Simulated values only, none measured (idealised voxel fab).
process module | voxel ribs on slabs
cross-section cut | 280 nm wide | cells 5 nm
A cross-section is a grid of square cells, given in bands from the top down. A band is one or more rows of cells.
Each band's line starts with the height of the band's top and of its bottom, in nm. Then come its materials from left to right, each with its width in nm. One material with "throughout" fills the band from edge to edge. "air" is empty space.
Height 0 is the level under which the wafer as received is all one material. The lowest band goes on downwards, as in "0 down".
A width such as "30 to 40" changes by the same amount from each row of cells to the next, from the band's top row to its bottom row.
"no change" after a step means that no cell of the cross-section changed.
closed voids: empty space of 8 cells or more with no open way to the top, each as width x height at its distance from the left edge, in nm
after a step's settings: what the simulator itself notes on the step
overlay nm, on a step with a mask: how far to the right of its planned place the mask lay; to the left if negative
plan
1 op RECEIVE | material Si
2 op DIRECTIONAL_DEP | material SiO2 | thk nm 25
3 op DIRECTIONAL_DEP | material polySi | thk nm 15
4 op DIRECTIONAL_DEP | material aC | thk nm 10
5 op PATTERN | tone cover | mask id RIB | material resist | width nm 15 | thk nm 30 | overlay nm 0
6 op DIRECTIONAL_ETCH | etch materials aC | depth nm 10
7 op STRIP | etch materials resist
8 op DIRECTIONAL_ETCH | etch materials polySi | depth nm 10
9 op STRIP | etch materials aC
10 op MASKED_ETCH | tone cover | mask id SLAB | width nm 45 | etch materials polySi | depth nm 5 | overlay nm 0
11 op FILL_DEP | material SiO2 | thk nm 15
12 op CMP | height nm 50
13 op DIRECTIONAL_DEP | material TiN | thk nm 5
14 op MASKED_ETCH | tone cover | mask id HEATER | width nm 25 | etch materials TiN | depth nm 5 | overlay nm 0
15 op CONFORMAL_DEP | material SiO2 | thk nm 10
first wafer, as planned
as received, after step 1
  0 down: Si throughout
  closed voids: none
after step 2
  25 to 0: SiO2 throughout
  below 0: unchanged
after step 3
  40 to 25: polySi throughout
  below 25: unchanged
after step 4
  50 to 40: aC throughout
  below 40: unchanged
after step 5
  80 to 50: air 130 | resist 15 | air 135
  below 50: unchanged
after step 6
  70 to 50: air 130 | resist 15 | air 135
  50 to 40: air 130 | aC 15 | air 135
  below 40: unchanged
after step 7
  50 to 40: air 130 | aC 15 | air 135
  below 40: unchanged
after step 8
  50 to 40: air 130 | aC 15 | air 135
  40 to 30: air 130 | polySi 15 | air 135
  below 30: unchanged
after step 9
  40 to 30: air 130 | polySi 15 | air 135
  below 30: unchanged
after step 10
  40 to 30: air 130 | polySi 15 | air 135
  30 to 25: air 115 | polySi 45 | air 120
  below 25: unchanged
after step 11
  55 to 40: SiO2 throughout
  40 to 30: SiO2 130 | polySi 15 | SiO2 135
  30 to 25: SiO2 115 | polySi 45 | SiO2 120
  below 25: unchanged
after step 12
  50 to 40: SiO2 throughout
  below 40: unchanged
after step 13
  55 to 50: TiN throughout
  below 50: unchanged
after step 14
  55 to 50: air 125 | TiN 25 | air 130
  below 50: unchanged
after step 15
  65 to 60: air 115 | SiO2 45 | air 120
  60 to 55: SiO2 throughout
  55 to 50: SiO2 125 | TiN 25 | SiO2 130
  below 50: unchanged
second wafer: like start, like plan, one mistake. Through step 2 it matches the first wafer
when step 3 should have ended
  55 to 25: polySi throughout
  below 25: unchanged
when step 4 should have ended
  65 to 55: aC throughout
  below 55: unchanged
when step 5 should have ended
  95 to 65: air 130 | resist 15 | air 135
  below 65: unchanged
when step 6 should have ended
  85 to 65: air 130 | resist 15 | air 135
  65 to 55: air 130 | aC 15 | air 135
  below 55: unchanged
when step 7 should have ended
  65 to 55: air 130 | aC 15 | air 135
  below 55: unchanged
when step 8 should have ended
  65 to 55: air 130 | aC 15 | air 135
  55 to 45: air 130 | polySi 15 | air 135
  below 45: unchanged
when step 9 should have ended
  55 to 45: air 130 | polySi 15 | air 135
  below 45: unchanged
when step 10 should have ended
  55 to 45: air 130 | polySi 15 | air 135
  45 to 40: air 115 | polySi 45 | air 120
  below 40: unchanged
when step 11 should have ended
  70 to 55: SiO2 throughout
  55 to 45: SiO2 130 | polySi 15 | SiO2 135
  45 to 40: SiO2 115 | polySi 45 | SiO2 120
  below 40: unchanged
when step 12 should have ended
  50 to 40: SiO2 130 to 115 | polySi 15 to 45 | SiO2 135 to 120
  below 40: unchanged
when step 13 should have ended
  55 to 50: TiN throughout
  below 50: unchanged
when step 14 should have ended
  55 to 50: air 125 | TiN 25 | air 130
  below 50: unchanged
when step 15 should have ended
  65 to 60: air 115 | SiO2 45 | air 120
  60 to 55: SiO2 throughout
  55 to 50: SiO2 125 | TiN 25 | SiO2 130
  below 50: unchanged
what went wrong: step 3 was run twice
at the end the second wafer has, in cells: 165 fewer of SiO2 | 165 more of polySi
